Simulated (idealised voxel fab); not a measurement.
Herein follows the process module entitled voxel plated lines.
This is section cut - it's 215 nm across, gridded in 5 nm square cells.
If you're reading a cross-section in this doc, picture square cells in a grid; it comes to you as bands, top ones listed first down to the bottom, and a band can be one or more rows of cells.
What a band's entry tells you: where the top is and where the bottom is, as heights in nm, and after that what lies inside, material by material from left to right, each with its width in nm. Empty space is written as the word "blank", and a single material marked with the word "full width" occupies the band from edge to edge.
All heights in this document are referenced to 0, defined as the level beneath which the wafer, as received, consists entirely of one material. The lowest band is not bounded below; it extends indefinitely downward and is written in the form "from 0 down".
Width "30->40": first value at the band's top row of cells, second value at its bottom row, equal change from row to row.
What does "left unchanged" mean for a step? It means no cell of the cross-section changed in that step.
Empty spaces counting at least 8 cells and having no open way to the top are listed in "Sealed cavities". The notation width x height at distance is used for each, the distance being from the left edge and all three values in nm.
Formally, on a step line, whatever follows the settings is a remark that the simulator itself makes on the step.
What "overlay nm" on a step's line means: if the step has a mask, that mask lay this far to the right of its planned place, or, when the value is negative, to the left.
**Listed below are the process steps as planned**
1,op RECEIVE | material Si
2,op CONFORMAL_DEP | material Al2O3 | thk nm 5
3,op DIRECTIONAL_DEP | material TiN | thk nm 5
4,op PATTERN | tone open | mask id LINES | material resist | width nm 25 | pitch nm 50 | thk nm 30 | overlay nm 0
5,op EPI | material Ru | thk nm 5
6,op EPI | material Ru | thk nm 5
7,op STRIP | etch materials resist
8,op DIRECTIONAL_ETCH | etch materials TiN | depth nm 5
9,op CONFORMAL_DEP | material SiO2 | thk nm 10
**The cross-section here shows the wafer as received, i.e. in its state after step 1**
  from 0 down = Si full width
  Sealed cavities: none
**Starting structure and process plan are as shown above, but one mistake was made in running the module; the wafer cross-section at the end of the module follows**
  from 35 to 20 = blank 55 nm, then SiO2 105 nm, then blank 55 nm
  from 20 to 10 = SiO2 70 nm, then Ru 25 nm, then SiO2 25 nm, then Ru 25 nm, then SiO2 70 nm
  from 10 to 5 = SiO2 70 nm, then TiN 25 nm, then SiO2 25 nm, then TiN 25 nm, then SiO2 70 nm
  from 5 to 0 = Al2O3 full width
  from 0 down = Si full width
  Sealed cavities: none
So what did we get wrong on this run? step 9 was not run as planned; what actually ran was op CONFORMAL_DEP | material SiO2 | thk nm 15
